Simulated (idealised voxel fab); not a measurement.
This section sets out a process module, namely voxel fin reveal.
In the cross-section labelled cut, the width is 190 nm and each square cell is 5 nm.
A cross-section is written here as square cells arranged in a grid, and it is given in bands from the top down, each band taking up one or more rows of cells.
Within each band entry, the heights of the top and of the bottom of the band appear first, in that order and in nm; the materials of the band then follow from left to right, each with its corresponding width in nm. The designation "edge to edge" on a single material indicates that it fills the band from edge to edge; the designation "air" indicates empty space.
Counting heights begins at 0, where everything beneath is, in the wafer as received, one material. The lowest band has no bottom; it goes on downwards, as "0 and below" shows.
With a width like "30 to 40", each row of cells in the band differs from the next by the same amount, the top row carrying the first number and the bottom row the second.
Take "nothing altered" at face value: in the step it is given for, the cross-section changed in none of its cells.
"Closed void entries" enumerates empty spaces isolated from the top, with no open way to it, that contain at least 8 cells, giving each as width x height at distance from the left edge, all three in nm.
If you see something after the settings on a step's line, that's the simulator's own remark about that step.
The "overlay nm" setting may appear on a step's line; for a step that uses a mask, it gives how far to the right of its planned position the mask lay, and a negative value indicates the left.
So here's the lineup of process steps we planned:
- 1: RECEIVE | material Si
- 2: CONFORMAL_DEP | material SiN | thk nm 5
- 3: MASKED_ETCH | tone cover | mask id FINS | width nm 15 | pitch nm 40 | etch materials SiN | depth nm 5 | overlay nm 0
- 4: MASKED_ETCH | tone cover | mask id FINS | width nm 15 | pitch nm 40 | etch materials Si | depth nm 35 | overlay nm 0
- 5: OXIDIZE | depth nm 5
- 6: FILL_DEP | material SiO2 | thk nm 15
- 7: CMP | height nm 5
- 8: SELECTIVE_ETCH | etch materials SiO2 | depth nm 15
- 9: STRIP | etch materials SiN
Incoming wafer, cross-sectional view, post step 1:
	0 and below: Si edge to edge
	Closed void entries: none
End state of the module in cross-section, given the above starting point and plan and one mistake in execution:
	0 down to -10: 30 nm air | 5 nm Si | 35 nm air | 5 nm Si | 35 nm air | 5 nm Si | 35 nm air | 5 nm Si | 35 nm air
	-10 down to -15: 10 nm SiO2 | 20 nm air | 5 nm Si | 35 nm air | 5 nm Si | 35 nm air | 5 nm Si | 35 nm air | 5 nm Si | 20 nm air | 15 nm SiO2
	-15 down to -40: 30 nm SiO2 | 5 nm Si | 35 nm SiO2 | 5 nm Si | 35 nm SiO2 | 5 nm Si | 35 nm SiO2 | 5 nm Si | 35 nm SiO2
	-40 and below: Si edge to edge
	Closed void entries: none
Error vs. plan: steps 8 and 9: order swapped relative to plan
